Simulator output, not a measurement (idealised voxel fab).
Process module name: voxel tone inversion
Displayed cross-section: cut, width of 180 nm, square cells sized 5 nm.
Cross-section spec: square-cell grid; bands listed top down; each band is one or more rows. It is stipulated that each band's entry specify, in nanometres, the height of the top of the band and then that of its bottom, followed by the materials of the band in left-to-right sequence, each together with its width in nanometres. A single material marked by the word "edge to edge" is understood to fill the band from edge to edge; the word "empty" is understood to denote empty space. A quick word on heights: they are counted from 0, and under that level the wafer as it came to us is one material throughout. The lowest band is different from the rest in having no bottom; it simply continues downward, written as in "0 -> down". The notation "30->40" denotes a width that varies across the rows of cells in the band, beginning at the first number in the top row, finishing at the second number in the bottom row, and changing by an identical amount from each row to the next. The designation "nothing altered", where it is given for a processing step, indicates that no cell of the cross-section was altered in the course of that step. You'll see "Listed closed voids" listing empty spaces that have no way open to the top, as long as they're 8 cells or more; the notation is width x height at distance, where the distance is from the left edge, and all of it is in nm. Heads up: the bit after the settings on a step's line is the simulator's remark on that step. If you see "overlay nm" on a step's line and that step has a mask, it's telling you how far right of where it was planned the mask ended up; a negative number means it went left instead.

THIS SECTION LISTS THE PROCESS STEPS THAT WERE PLANNED
1 RECEIVE, material Si
2 CONFORMAL_DEP, material SiCN, thk nm 5
3 DIRECTIONAL_DEP, material aC, thk nm 15
4 PATTERN, tone cover, mask id POSTS, material resist, width nm 15, pitch nm 35, thk nm 20, overlay nm 0
5 DIRECTIONAL_ETCH, etch materials aC, depth nm 15
6 STRIP, etch materials resist
7 FILL_DEP, material SiO2, thk nm 10
8 CMP, height nm 20
9 STRIP, etch materials aC
10 CONFORMAL_DEP, material TiN, thk nm 5
11 FILL_DEP, material Ru, thk nm 5
12 CMP, height nm 20
13 CONFORMAL_DEP, material SiCN, thk nm 5

INCOMING WAFER IN CROSS-SECTION (STATE: AFTER STEP 1)
* 0 -> down  Si edge to edge
* Listed closed voids: none

WAFER CROSS-SECTION AT END OF MODULE: START AND PLAN AS SHOWN ABOVE, ONE EXECUTION ERROR
* 25 -> 20  SiCN edge to edge
* 20 -> 15  Ru edge to edge
* 15 -> 10  50 nm TiN  5 nm Ru  30 nm TiN  5 nm Ru  30 nm TiN  5 nm Ru  55 nm TiN
* 10 -> 5  45 nm SiO2  15 nm TiN  20 nm SiO2  15 nm TiN  20 nm SiO2  15 nm TiN  50 nm SiO2
* 5 -> 0  SiCN edge to edge
* 0 -> down  Si edge to edge
* Listed closed voids: none
Deviation from plan: in deviation from the planned setting, step 8 was conducted as CMP, height nm 10
